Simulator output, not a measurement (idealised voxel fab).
process module | voxel trench capacitor
cross-section cut | 185 nm wide | cells 5 nm
A cross-section is a grid of square cells, given in bands from the top down. A band is one or more rows of cells.
Each band's line starts with the height of the band's top and of its bottom, in nm. Then come its materials from left to right, each with its width in nm. One material with "throughout" fills the band from edge to edge. "air" is empty space.
Height 0 is the level under which the wafer as received is all one material. The lowest band goes on downwards, as in "0 down".
A width such as "30 to 40" changes by the same amount from each row of cells to the next, from the band's top row to its bottom row.
"no change" after a step means that no cell of the cross-section changed.
closed voids: empty space of 8 cells or more with no open way to the top, each as width x height at its distance from the left edge, in nm
after a step's settings: what the simulator itself notes on the step
overlay nm, on a step with a mask: how far to the right of its planned place the mask lay; to the left if negative
plan
1 op RECEIVE | material Si
2 op CONFORMAL_DEP | material SiN | thk nm 5
3 op DIRECTIONAL_DEP | material aC | thk nm 10
4 op PATTERN | tone open | mask id TRENCH | material resist | width nm 20 | pitch nm 45 | thk nm 25 | overlay nm 0
5 op DIRECTIONAL_ETCH | etch materials aC | depth nm 10
6 op STRIP | etch materials resist
7 op DIRECTIONAL_ETCH | etch materials SiN | depth nm 5
8 op DIRECTIONAL_ETCH | etch materials Si | depth nm 40
9 op STRIP | etch materials aC
10 op CONFORMAL_DEP | material Al2O3 | thk nm 5
11 op FILL_DEP | material polySi | thk nm 10
12 op CMP | height nm 5
first wafer, as planned
as received, after step 1
  0 down: Si throughout
  closed voids: none
after step 2
  5 to 0: SiN throughout
  below 0: unchanged
after step 3
  15 to 5: aC throughout
  below 5: unchanged
after step 4
  40 to 15: resist 15 | air 20 | resist 25 | air 20 | resist 25 | air 20 | resist 25 | air 20 | resist 15
  below 15: unchanged
after step 5
  30 to 15: resist 15 | air 20 | resist 25 | air 20 | resist 25 | air 20 | resist 25 | air 20 | resist 15
  15 to 5: aC 15 | air 20 | aC 25 | air 20 | aC 25 | air 20 | aC 25 | air 20 | aC 15
  below 5: unchanged
after step 6
  15 to 5: aC 15 | air 20 | aC 25 | air 20 | aC 25 | air 20 | aC 25 | air 20 | aC 15
  below 5: unchanged
after step 7
  15 to 5: aC 15 | air 20 | aC 25 | air 20 | aC 25 | air 20 | aC 25 | air 20 | aC 15
  5 to 0: SiN 15 | air 20 | SiN 25 | air 20 | SiN 25 | air 20 | SiN 25 | air 20 | SiN 15
  below 0: unchanged
after step 8
  15 to 5: aC 15 | air 20 | aC 25 | air 20 | aC 25 | air 20 | aC 25 | air 20 | aC 15
  5 to 0: SiN 15 | air 20 | SiN 25 | air 20 | SiN 25 | air 20 | SiN 25 | air 20 | SiN 15
  0 to -40: Si 15 | air 20 | Si 25 | air 20 | Si 25 | air 20 | Si 25 | air 20 | Si 15
  below -40: unchanged
after step 9
  5 to 0: SiN 15 | air 20 | SiN 25 | air 20 | SiN 25 | air 20 | SiN 25 | air 20 | SiN 15
  below 0: unchanged
after step 10
  10 to 5: Al2O3 20 | air 10 | Al2O3 35 | air 10 | Al2O3 35 | air 10 | Al2O3 35 | air 10 | Al2O3 20
  5 to 0: SiN 15 | Al2O3 5 | air 10 | Al2O3 5 | SiN 25 | Al2O3 5 | air 10 | Al2O3 5 | SiN 25 | Al2O3 5 | air 10 | Al2O3 5 | SiN 25 | Al2O3 5 | air 10 | Al2O3 5 | SiN 15
  0 to -35: Si 15 | Al2O3 5 | air 10 | Al2O3 5 | Si 25 | Al2O3 5 | air 10 | Al2O3 5 | Si 25 | Al2O3 5 | air 10 | Al2O3 5 | Si 25 | Al2O3 5 | air 10 | Al2O3 5 | Si 15
  -35 to -40: Si 15 | Al2O3 20 | Si 25 | Al2O3 20 | Si 25 | Al2O3 20 | Si 25 | Al2O3 20 | Si 15
  below -40: unchanged
after step 11
  20 to 10: polySi throughout
  10 to 5: Al2O3 20 | polySi 10 | Al2O3 35 | polySi 10 | Al2O3 35 | polySi 10 | Al2O3 35 | polySi 10 | Al2O3 20
  5 to 0: SiN 15 | Al2O3 5 | polySi 10 | Al2O3 5 | SiN 25 | Al2O3 5 | polySi 10 | Al2O3 5 | SiN 25 | Al2O3 5 | polySi 10 | Al2O3 5 | SiN 25 | Al2O3 5 | polySi 10 | Al2O3 5 | SiN 15
  0 to -35: Si 15 | Al2O3 5 | polySi 10 | Al2O3 5 | Si 25 | Al2O3 5 | polySi 10 | Al2O3 5 | Si 25 | Al2O3 5 | polySi 10 | Al2O3 5 | Si 25 | Al2O3 5 | polySi 10 | Al2O3 5 | Si 15
  below -35: unchanged
after step 12
  5 to 0: SiN 15 | Al2O3 5 | polySi 10 | Al2O3 5 | SiN 25 | Al2O3 5 | polySi 10 | Al2O3 5 | SiN 25 | Al2O3 5 | polySi 10 | Al2O3 5 | SiN 25 | Al2O3 5 | polySi 10 | Al2O3 5 | SiN 15
  below 0: unchanged
second wafer: like start, like plan, one mistake. Through step 11 it matches the first wafer
when step 12 should have ended: no change
what went wrong: step 12 was left out
at the end the second wafer has, in cells: 29 more of Al2O3 | 82 more of polySi
